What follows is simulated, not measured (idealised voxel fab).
This is a process module. Its name is voxel wiring stack.
Pictured: cross-section cut, 140 nm wide, on a grid of 5 nm square cells.
Cross-section, as written here: a square-cell grid given band by band from the top down, where a band holds one or more rows of cells. Each band's line starts with the height of the band's top and of its bottom, in nm. Then come its materials from left to right, each with its width in nm. One material with "edge to edge" fills the band from edge to edge. "blank" is empty space. All heights in this document are referenced to 0, defined as the level beneath which the wafer, as received, consists entirely of one material. The lowest band is not bounded below; it extends indefinitely downward and is written in the form "0 and below". You'd read "30 to 40" like this: the band's top row of cells is as wide as the first number, its bottom row is as wide as the second, and going down, every row changes width by the same amount as the row before did. Take "identical to before" at face value: in the step it is given for, the cross-section changed in none of its cells. "Enclosed internal voids" lists enclosed empty spaces (at least 8 cells, no open path upward to the top), each as width x height at distance from the left edge, in nm. The remark found on a step's line after its settings is issued by the simulator itself and pertains to that step. When a step includes a mask, the "overlay nm" setting on its line states how far to the right of its planned place that mask lay, and negative values state how far to the left.
[So here's the lineup of process steps we planned]
step 1: RECEIVE,material Si
step 2: CONFORMAL_DEP,material SiO2,thk nm 10
step 3: CONFORMAL_DEP,material SiN,thk nm 5
step 4: DIRECTIONAL_DEP,material lowk,thk nm 15
step 5: PATTERN,tone open,mask id METAL_1,material resist,width nm 30,pitch nm 50,thk nm 20,overlay nm 0
step 6: DIRECTIONAL_ETCH,etch materials lowk,depth nm 15
step 7: DIRECTIONAL_ETCH,etch materials SiN,depth nm 5
step 8: STRIP,etch materials resist
step 9: CONFORMAL_DEP,material TiN,thk nm 5
step 10: FILL_DEP,material Cu,thk nm 5
step 11: CMP,height nm 30
step 12: CONFORMAL_DEP,material SiCN,thk nm 5
step 13: DIRECTIONAL_DEP,material SiO2,thk nm 30
step 14: MASKED_ETCH,tone open,mask id METAL_2_HOLES,width nm 15,pitch nm 50,etch materials SiO2,depth nm 30,overlay nm 0
step 15: DIRECTIONAL_DEP,material aC,thk nm 15
step 16: PATTERN,tone open,mask id METAL_2,material resist,width nm 30,pitch nm 50,thk nm 30,overlay nm 0
step 17: DIRECTIONAL_ETCH,etch materials aC,depth nm 15
step 18: STRIP,etch materials resist
step 19: DIRECTIONAL_ETCH,etch materials SiO2,depth nm 15
step 20: DIRECTIONAL_ETCH,etch materials SiCN,depth nm 5
step 21: STRIP,etch materials aC
step 22: CONFORMAL_DEP,material TiN,thk nm 5
step 23: FILL_DEP,material Cu,thk nm 5
step 24: CMP,height nm 65
step 25: CONFORMAL_DEP,material SiCN,thk nm 5
step 26: DIRECTIONAL_DEP,material lowk,thk nm 10
step 27: PATTERN,tone open,mask id PLUG_2,material resist,width nm 15,pitch nm 50,thk nm 15,overlay nm 0
step 28: DIRECTIONAL_ETCH,etch materials lowk,depth nm 10
step 29: DIRECTIONAL_ETCH,etch materials SiCN,depth nm 5
step 30: STRIP,etch materials resist
step 31: EPI,material Ru,thk nm 10
step 32: EPI,material Ru,thk nm 5
step 33: CONFORMAL_DEP,material SiCN,thk nm 5
step 34: DIRECTIONAL_DEP,material lowk,thk nm 15
step 35: PATTERN,tone open,mask id METAL_3,material resist,width nm 30,pitch nm 50,thk nm 20,overlay nm 0
step 36: DIRECTIONAL_ETCH,etch materials lowk,depth nm 15
step 37: DIRECTIONAL_ETCH,etch materials SiCN,depth nm 5
step 38: STRIP,etch materials resist
step 39: CONFORMAL_DEP,material TiN,thk nm 5
step 40: FILL_DEP,material Ru,thk nm 5
step 41: CMP,height nm 100
step 42: EPI,material Ru,thk nm 5
step 43: FILL_DEP,material SiCN,thk nm 5
step 44: DIRECTIONAL_DEP,material lowk,thk nm 30
step 45: PATTERN,tone open,mask id METAL_4_HOLES,material resist,width nm 15,thk nm 20,overlay nm 0
step 46: DIRECTIONAL_ETCH,etch materials lowk,depth nm 30
step 47: STRIP,etch materials resist
step 48: PATTERN,tone open,mask id METAL_4,material resist,width nm 30,pitch nm 50,thk nm 15,overlay nm 0
step 49: DIRECTIONAL_ETCH,etch materials lowk,depth nm 15
step 50: DIRECTIONAL_ETCH,etch materials SiCN,depth nm 5
step 51: STRIP,etch materials resist
step 52: CONFORMAL_DEP,material TiN,thk nm 5
step 53: FILL_DEP,material Cu,thk nm 10
step 54: CMP,height nm 140
step 55: CONFORMAL_DEP,material SiN,thk nm 5
[Cross-section, incoming material, after step 1]
0 and below = Si edge to edge
Enclosed internal voids: none
[The following cross-section depicts the wafer upon conclusion of the module. Processing commenced from the starting condition illustrated above and adhered to the plan illustrated above, save for one mistake in execution]
145 down to 140 = SiN edge to edge
140 down to 130 = lowk 30, then TiN 5, then Cu 20, then TiN 5, then lowk 20, then TiN 5, then Cu 20, then TiN 5, then lowk 30
130 down to 125 = lowk 30, then TiN 5, then Cu 5, then TiN 20, then lowk 20, then TiN 30, then lowk 30
125 down to 110 = lowk 30, then TiN 5, then Cu 5, then TiN 5, then lowk 95
110 down to 105 = SiCN 30, then TiN 15, then SiCN 95
105 down to 100 = SiCN 25, then Ru 40, then SiCN 10, then Ru 40, then SiCN 25
100 down to 85 = lowk 30, then TiN 5, then Ru 20, then TiN 5, then lowk 20, then TiN 5, then Ru 20, then TiN 5, then lowk 30
85 down to 80 = SiCN 30, then TiN 30, then SiCN 20, then TiN 30, then SiCN 30
80 down to 70 = lowk 30, then Ru 15, then lowk 35, then Ru 15, then lowk 45
70 down to 65 = SiCN 30, then Ru 15, then SiCN 35, then Ru 15, then SiCN 45
65 down to 55 = SiO2 30, then TiN 5, then Cu 20, then TiN 5, then SiO2 20, then TiN 5, then Cu 20, then TiN 5, then SiO2 30
55 down to 50 = SiO2 30, then TiN 5, then Cu 5, then TiN 20, then SiO2 20, then TiN 5, then Cu 5, then TiN 20, then SiO2 30
50 down to 35 = SiO2 30, then TiN 5, then Cu 5, then TiN 5, then SiO2 35, then TiN 5, then Cu 5, then TiN 5, then SiO2 45
35 down to 30 = SiCN 30, then TiN 15, then SiCN 35, then TiN 15, then SiCN 45
30 down to 15 = lowk 35, then TiN 5, then Cu 20, then TiN 5, then lowk 20, then TiN 5, then Cu 20, then TiN 5, then lowk 25
15 down to 10 = SiN 35, then TiN 30, then SiN 20, then TiN 30, then SiN 25
10 down to 0 = SiO2 edge to edge
0 and below = Si edge to edge
Enclosed internal voids: none
Error vs. plan: step 5 did not use the planned setting and instead ran as PATTERN,tone open,mask id METAL_1,material resist,width nm 30,pitch nm 50,thk nm 20,overlay nm 5
